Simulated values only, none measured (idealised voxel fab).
Documented hereafter: the process module known as voxel self aligned vias.
Square cells of 5 nm make up the cross-section cut, whose width is 155 nm.
Each cross-section below is a grid of square cells, stated as bands in top-down order, with one or more rows of cells making up each band.
A band entry consists of two parts. The first gives the height of the band's top and the height of its bottom, in nm. The rest lists the band's materials from left to right, each with its width in nm. A single material labelled with the word "edge to edge" fills the band from edge to edge, and the word "empty" marks empty space.
Heights are expressed relative to 0, this being the level below which the as-received wafer comprises one material exclusively. The lowest band is unbounded in the downward direction and is denoted as in "from 0 down".
The two numbers in a width such as "30..40" mark its ends across the band: the first belongs to the top row of cells, the second to the bottom row, and from each row to the next the width moves by the same amount.
"left unchanged" -> step changed no cross-section cell.
Enclosed voids (no open way to top), threshold 8 cells or more, entry "Enclosed void catalog", notation width x height at distance, distance from left edge, nm.
after a step's settings: what the simulator itself notes on the step
A step line may carry the setting "overlay nm", which, for steps involving a mask, states the distance by which the mask lay to the right of its intended position; negative values denote displacement to the left.
Each pair of cross-sections that follows straddles one process step: the one shows the state before the step, the other the state after it, down to the lowest band that changed and no further. The step in question, and its settings, are given under the pair. Note that a pair is not necessarily a continuation of the pair above it, since pairs can come from different runs of this module on the same starting wafer; it is a continuation only where its entry headed "Before the step" says so.
Before the step:
	from 75 to 60 | 20 nm resist; 50 nm empty; 85 nm resist
	from 60 to 45 | 20 nm lowk; 50 nm empty; 85 nm lowk
	from 45 to 40 | 40 nm lowk; 30 nm SiN; 35 nm lowk; 30 nm SiN; 20 nm lowk
	from 40 to 20 | 40 nm lowk; 5 nm TiN; 20 nm Ru; 5 nm TiN; 35 nm lowk; 5 nm TiN; 20 nm Ru; 5 nm TiN; 20 nm lowk
	from 20 to 15 | 40 nm lowk; 30 nm TiN; 35 nm lowk; 30 nm TiN; 20 nm lowk
	from 15 to 10 | SiCN edge to edge
	from 10 to 0 | SiO2 edge to edge
	from 0 down | Si edge to edge
	Enclosed void catalog: none
Result of Step:
	from 75 to 60 | 20 nm resist; 50 nm empty; 85 nm resist
	from 60 to 45 | 20 nm lowk; 50 nm empty; 85 nm lowk
	from 45 to 40 | 40 nm lowk; 30 nm empty; 35 nm lowk; 30 nm SiN; 20 nm lowk
	below 40: unchanged
	Enclosed void catalog: none
The two cross-sections above are separated by a single process step, namely DIRECTIONAL_ETCH (etch materials SiN; depth nm 5)
Before the step: The structure entering this step is exactly what the pair just above shows after its step.
Result of Step:
	from 60 to 45 | 20 nm lowk; 50 nm empty; 85 nm lowk
	below 45: unchanged
	Enclosed void catalog: none
The two cross-sections above are separated by a single process step, namely STRIP (etch materials resist)
Before the step: The structure entering this step is exactly what the pair just above shows after its step.
Result of Step:
	from 65 to 60 | 25 nm TiN; 40 nm empty; 90 nm TiN
	from 60 to 50 | 20 nm lowk; 5 nm TiN; 40 nm empty; 5 nm TiN; 85 nm lowk
	from 50 to 45 | 20 nm lowk; 25 nm TiN; 20 nm empty; 5 nm TiN; 85 nm lowk
	from 45 to 40 | 40 nm lowk; 30 nm TiN; 35 nm lowk; 30 nm SiN; 20 nm lowk
	below 40: unchanged
	Enclosed void catalog: none
The two cross-sections above are separated by a single process step, namely CONFORMAL_DEP (material TiN; thk nm 5)
Before the step: The structure entering this step is exactly what the pair just above shows after its step.
Result of Step:
	from 70 to 65 | Cu edge to edge
	from 65 to 60 | 25 nm TiN; 40 nm Cu; 90 nm TiN
	from 60 to 50 | 20 nm lowk; 5 nm TiN; 40 nm Cu; 5 nm TiN; 85 nm lowk
	from 50 to 45 | 20 nm lowk; 25 nm TiN; 20 nm Cu; 5 nm TiN; 85 nm lowk
	below 45: unchanged
	Enclosed void catalog: none
The two cross-sections above are separated by a single process step, namely FILL_DEP (material Cu; thk nm 5)
Before the step: The structure entering this step is exactly what the pair just above shows after its step.
Result of Step:
	from 60 to 50 | 20 nm lowk; 5 nm TiN; 40 nm Cu; 5 nm TiN; 85 nm lowk
	below 50: unchanged
	Enclosed void catalog: none
The two cross-sections above are separated by a single process step, namely CMP (height nm 60)
Before the step: The structure entering this step is exactly what the pair just above shows after its step.
Result of Step:
	from 65 to 60 | SiCN edge to edge
	below 60: unchanged
	Enclosed void catalog: none
The two cross-sections above are separated by a single process step, namely CONFORMAL_DEP (material SiCN; thk nm 5)
Before the step:
	from 15 to 10 | SiCN edge to edge
	from 10 to 0 | SiO2 edge to edge
	from 0 down | Si edge to edge
	Enclosed void catalog: none
Result of Step:
	from 45 to 15 | SiN edge to edge
	below 15: unchanged
	Enclosed void catalog: none
The two cross-sections above are separated by a single process step, namely DIRECTIONAL_DEP (material SiN; thk nm 30)
Before the step: The structure entering this step is exactly what the pair just above shows after its step.
Result of Step:
	from 50 to 45 | TiN edge to edge
	below 45: unchanged
	Enclosed void catalog: none
The two cross-sections above are separated by a single process step, namely CONFORMAL_DEP (material TiN; thk nm 5)
Before the step: The structure entering this step is exactly what the pair just above shows after its step.
Result of Step:
	from 60 to 50 | Ru edge to edge
	below 50: unchanged
	Enclosed void catalog: none
The two cross-sections above are separated by a single process step, namely FILL_DEP (material Ru; thk nm 10)
Before the step: The structure entering this step is exactly what the pair just above shows after its step.
Result of Step:
	from 45 to 15 | SiN edge to edge
	below 15: unchanged
	Enclosed void catalog: none
The two cross-sections above are separated by a single process step, namely CMP (height nm 45)
Before the step: The structure entering this step is exactly what the pair just above shows after its step.
Result of Step:
	from 55 to 15 | SiN edge to edge
	below 15: unchanged
	Enclosed void catalog: none
The two cross-sections above are separated by a single process step, namely FILL_DEP (material SiN; thk nm 10)
Before the step: The structure entering this step is exactly what the pair just above shows after its step.
Result of Step:
	from 45 to 15 | SiN edge to edge
	below 15: unchanged
	Enclosed void catalog: none
The two cross-sections above are separated by a single process step, namely CMP (height nm 45)
Before the step: The structure entering this step is exactly what the pair just above shows after its step.
Result of Step:
	from 60 to 45 | lowk edge to edge
	below 45: unchanged
	Enclosed void catalog: none
The two cross-sections above are separated by a single process step, namely DIRECTIONAL_DEP (material lowk; thk nm 15)
Before the step: The structure entering this step is exactly what the pair just above shows after its step.
Result of Step:
	from 75 to 60 | 20 nm resist; 50 nm empty; 85 nm resist
	below 60: unchanged
	Enclosed void catalog: none
The two cross-sections above are separated by a single process step, namely PATTERN (tone open; mask id VIAS; material resist; width nm 50; thk nm 15; overlay nm 0)
Before the step: The structure entering this step is exactly what the pair just above shows after its step.
Result of Step:
	from 75 to 60 | 20 nm resist; 50 nm empty; 85 nm resist
	from 60 to 45 | 20 nm lowk; 50 nm empty; 85 nm lowk
	below 45: unchanged
	Enclosed void catalog: none
The two cross-sections above are separated by a single process step, namely DIRECTIONAL_ETCH (etch materials lowk; depth nm 15)
Before the step: The structure entering this step is exactly what the pair just above shows after its step.
Result of Step:
	from 75 to 60 | 20 nm resist; 50 nm empty; 85 nm resist
	from 60 to 45 | 20 nm lowk; 50 nm empty; 85 nm lowk
	from 45 to 40 | 20 nm SiN; 50 nm empty; 85 nm SiN
	below 40: unchanged
	Enclosed void catalog: none
The two cross-sections above are separated by a single process step, namely DIRECTIONAL_ETCH (etch materials SiN; depth nm 5)
Before the step: The structure entering this step is exactly what the pair just above shows after its step.
Result of Step:
	from 60 to 45 | 20 nm lowk; 50 nm empty; 85 nm lowk
	below 45: unchanged
	Enclosed void catalog: none
The two cross-sections above are separated by a single process step, namely STRIP (etch materials resist)
Before the step: The structure entering this step is exactly what the pair just above shows after its step.
Result of Step:
	from 65 to 60 | 25 nm TiN; 40 nm empty; 90 nm TiN
	from 60 to 45 | 20 nm lowk; 5 nm TiN; 40 nm empty; 5 nm TiN; 85 nm lowk
	from 45 to 40 | 20 nm SiN; 50 nm TiN; 85 nm SiN
	below 40: unchanged
	Enclosed void catalog: none
The two cross-sections above are separated by a single process step, namely CONFORMAL_DEP (material TiN; thk nm 5)
Before the step: The structure entering this step is exactly what the pair just above shows after its step.
Result of Step:
	from 70 to 65 | Cu edge to edge
	from 65 to 60 | 25 nm TiN; 40 nm Cu; 90 nm TiN
	from 60 to 45 | 20 nm lowk; 5 nm TiN; 40 nm Cu; 5 nm TiN; 85 nm lowk
	below 45: unchanged
	Enclosed void catalog: none
The two cross-sections above are separated by a single process step, namely FILL_DEP (material Cu; thk nm 5)
Before the step: The structure entering this step is exactly what the pair just above shows after its step.
Result of Step:
	from 60 to 45 | 20 nm lowk; 5 nm TiN; 40 nm Cu; 5 nm TiN; 85 nm lowk
	below 45: unchanged
	Enclosed void catalog: none
The two cross-sections above are separated by a single process step, namely CMP (height nm 60)
Before the step: The structure entering this step is exactly what the pair just above shows after its step.
Result of Step:
	from 65 to 60 | SiCN edge to edge
	below 60: unchanged
	Enclosed void catalog: none
The two cross-sections above are separated by a single process step, namely CONFORMAL_DEP (material SiCN; thk nm 5)
Before the step:
	from 45 to 15 | lowk edge to edge
	from 15 to 10 | SiCN edge to edge
	from 10 to 0 | SiO2 edge to edge
	from 0 down | Si edge to edge
	Enclosed void catalog: none
Result of Step:
	from 45 to 15 | 30 nm empty; 30 nm lowk; 35 nm empty; 30 nm lowk; 30 nm empty
	below 15: unchanged
	Enclosed void catalog: none
The two cross-sections above are separated by a single process step, namely MASKED_ETCH (tone cover; mask id LINES; width nm 30; pitch nm 65; etch materials lowk; depth nm 30; overlay nm 0)
Before the step: The structure entering this step is exactly what the pair just above shows after its step.
Result of Step:
	from 50 to 45 | 25 nm empty; 40 nm TiN; 25 nm empty; 40 nm TiN; 25 nm empty
	from 45 to 20 | 25 nm empty; 5 nm TiN; 30 nm lowk; 5 nm TiN; 25 nm empty; 5 nm TiN; 30 nm lowk; 5 nm TiN; 25 nm empty
	from 20 to 15 | 30 nm TiN; 30 nm lowk; 35 nm TiN; 30 nm lowk; 30 nm TiN
	below 15: unchanged
	Enclosed void catalog: none
The two cross-sections above are separated by a single process step, namely CONFORMAL_DEP (material TiN; thk nm 5)
Before the step: The structure entering this step is exactly what the pair just above shows after its step.
Result of Step:
	from 60 to 50 | Ru edge to edge
	from 50 to 45 | 25 nm Ru; 40 nm TiN; 25 nm Ru; 40 nm TiN; 25 nm Ru
	from 45 to 20 | 25 nm Ru; 5 nm TiN; 30 nm lowk; 5 nm TiN; 25 nm Ru; 5 nm TiN; 30 nm lowk; 5 nm TiN; 25 nm Ru
	below 20: unchanged
	Enclosed void catalog: none
The two cross-sections above are separated by a single process step, namely FILL_DEP (material Ru; thk nm 10)
Before the step: The structure entering this step is exactly what the pair just above shows after its step.
Result of Step:
	from 45 to 20 | 25 nm Ru; 5 nm TiN; 30 nm lowk; 5 nm TiN; 25 nm Ru; 5 nm TiN; 30 nm lowk; 5 nm TiN; 25 nm Ru
	below 20: unchanged
	Enclosed void catalog: none
The two cross-sections above are separated by a single process step, namely CMP (height nm 45)
Before the step: The structure entering this step is exactly what the pair just above shows after its step.
Result of Step:
	from 45 to 40 | 30 nm empty; 30 nm lowk; 35 nm empty; 30 nm lowk; 30 nm empty
	below 40: unchanged
	Enclosed void catalog: none
The two cross-sections above are separated by a single process step, namely SELECTIVE_ETCH (etch materials W Ru TiN; depth nm 5)
Before the step: The structure entering this step is exactly what the pair just above shows after its step.
Result of Step:
	from 55 to 45 | SiN edge to edge
	from 45 to 40 | 30 nm SiN; 30 nm lowk; 35 nm SiN; 30 nm lowk; 30 nm SiN
	below 40: unchanged
	Enclosed void catalog: none
The two cross-sections above are separated by a single process step, namely FILL_DEP (material SiN; thk nm 10)
Before the step: The structure entering this step is exactly what the pair just above shows after its step.
Result of Step:
	from 45 to 40 | 30 nm SiN; 30 nm lowk; 35 nm SiN; 30 nm lowk; 30 nm SiN
	below 40: unchanged
	Enclosed void catalog: none
The two cross-sections above are separated by a single process step, namely CMP (height nm 45)
Before the step: The structure entering this step is exactly what the pair just above shows after its step.
Result of Step:
	from 60 to 45 | lowk edge to edge
	below 45: unchanged
	Enclosed void catalog: none
The two cross-sections above are separated by a single process step, namely DIRECTIONAL_DEP (material lowk; thk nm 15)
Before the step: The structure entering this step is exactly what the pair just above shows after its step.
Result of Step:
	from 75 to 60 | 20 nm resist; 50 nm empty; 85 nm resist
	below 60: unchanged
	Enclosed void catalog: none
The two cross-sections above are separated by a single process step, namely PATTERN (tone open; mask id VIAS; material resist; width nm 50; thk nm 15; overlay nm 0)
Before the step: The structure entering this step is exactly what the pair just above shows after its step.
Result of Step:
	from 75 to 60 | 20 nm resist; 50 nm empty; 85 nm resist
	from 60 to 45 | 20 nm lowk; 50 nm empty; 85 nm lowk
	below 45: unchanged
	Enclosed void catalog: none
The two cross-sections above are separated by a single process step, namely DIRECTIONAL_ETCH (etch materials lowk; depth nm 15)
Before the step: The structure entering this step is exactly what the pair just above shows after its step.
Result of Step:
	from 75 to 60 | 20 nm resist; 50 nm empty; 85 nm resist
	from 60 to 45 | 20 nm lowk; 50 nm empty; 85 nm lowk
	from 45 to 40 | 20 nm SiN; 10 nm empty; 30 nm lowk; 10 nm empty; 25 nm SiN; 30 nm lowk; 30 nm SiN
	below 40: unchanged
	Enclosed void catalog: none
The two cross-sections above are separated by a single process step, namely DIRECTIONAL_ETCH (etch materials SiN; depth nm 5)
Before the step: The structure entering this step is exactly what the pair just above shows after its step.
Result of Step:
	from 60 to 45 | 20 nm lowk; 50 nm empty; 85 nm lowk
	below 45: unchanged
	Enclosed void catalog: none
The two cross-sections above are separated by a single process step, namely STRIP (etch materials resist)
Before the step: The structure entering this step is exactly what the pair just above shows after its step.
Result of Step:
	from 65 to 60 | 25 nm TiN; 40 nm empty; 90 nm TiN
	from 60 to 50 | 20 nm lowk; 5 nm TiN; 40 nm empty; 5 nm TiN; 85 nm lowk
	from 50 to 45 | 20 nm lowk; 50 nm TiN; 85 nm lowk
	from 45 to 40 | 20 nm SiN; 10 nm TiN; 30 nm lowk; 10 nm TiN; 25 nm SiN; 30 nm lowk; 30 nm SiN
	below 40: unchanged
	Enclosed void catalog: none
The two cross-sections above are separated by a single process step, namely CONFORMAL_DEP (material TiN; thk nm 5)
Before the step: The structure entering this step is exactly what the pair just above shows after its step.
Result of Step:
	from 70 to 65 | Cu edge to edge
	from 65 to 60 | 25 nm TiN; 40 nm Cu; 90 nm TiN
	from 60 to 50 | 20 nm lowk; 5 nm TiN; 40 nm Cu; 5 nm TiN; 85 nm lowk
	below 50: unchanged
	Enclosed void catalog: none
The two cross-sections above are separated by a single process step, namely FILL_DEP (material Cu; thk nm 5)
Before the step: The structure entering this step is exactly what the pair just above shows after its step.
Result of Step:
	from 60 to 50 | 20 nm lowk; 5 nm TiN; 40 nm Cu; 5 nm TiN; 85 nm lowk
	below 50: unchanged
	Enclosed void catalog: none
The two cross-sections above are separated by a single process step, namely CMP (height nm 60)
Before the step: The structure entering this step is exactly what the pair just above shows after its step.
Result of Step:
	from 65 to 60 | SiCN edge to edge
	below 60: unchanged
	Enclosed void catalog: none
The two cross-sections above are separated by a single process step, namely CONFORMAL_DEP (material SiCN; thk nm 5)
